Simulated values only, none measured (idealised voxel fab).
Title: Process Module voxel spacer lines
Pictured: cross-section cut, 195 nm wide, on a grid of 5 nm square cells.
Reading order for cross-sections: top band down to bottom band. Underlying form: a grid of square cells. Band size: one or more rows of cells.
Heights first: top, then bottom, in nm. Then materials, left to right, each with a width in nm. "everywhere" on a single material: fills the band edge to edge. "air": empty space.
Beneath 0, the wafer as received is one material, and that level is where height counting begins. The lowest band goes on downward without a bottom; it is written like "0 nm and below".
Width: "30 to 40" (first number = top row, second number = bottom row, same change from row to row of cells).
Reading "left unchanged" for a step: not a cell of the cross-section changed in it.
In the "Unvented voids" entry, you get each enclosed empty space of 8 cells or more, one with no open way to the top, written width x height at distance, distance from the left edge, in nm.
Anything after a step's settings on that line? It's the simulator's own note about the step.
The setting "overlay nm" may be written on the line of a step. When the step uses a mask, the value reports how far to the right of the planned place the mask lay, and a negative value reports that it lay to the left.

# Steps in the process plan
1. RECEIVE: material Si
2. CONFORMAL_DEP: material Al2O3, thk nm 10
3. DIRECTIONAL_DEP: material polySi, thk nm 10
4. DIRECTIONAL_DEP: material aC, thk nm 25
5. PATTERN: tone cover, mask id MANDREL, material resist, width nm 15, pitch nm 50, thk nm 35, overlay nm 0
6. DIRECTIONAL_ETCH: etch materials aC, depth nm 25
7. STRIP: etch materials resist
8. CONFORMAL_DEP: material SiO2, thk nm 10
9. DIRECTIONAL_ETCH: etch materials SiO2, depth nm 10
10. STRIP: etch materials aC
11. DIRECTIONAL_ETCH: etch materials polySi, depth nm 10
12. STRIP: etch materials SiO2

# Cross-section of the incoming wafer, state after step 1
> 0 nm and below  Si everywhere
> Unvented voids: none

# Here's the wafer cut in cross-section after the module, started and planned just like above, except one thing was done wrong in the run
> 10 nm to 0 nm  30 air / 10 polySi / 15 air / 10 polySi / 15 air / 10 polySi / 15 air / 10 polySi / 15 air / 10 polySi / 15 air / 10 polySi / 30 air
> 0 nm and below  Si everywhere
> Unvented voids: none
What was the processing mistake? plan step 2 skipped
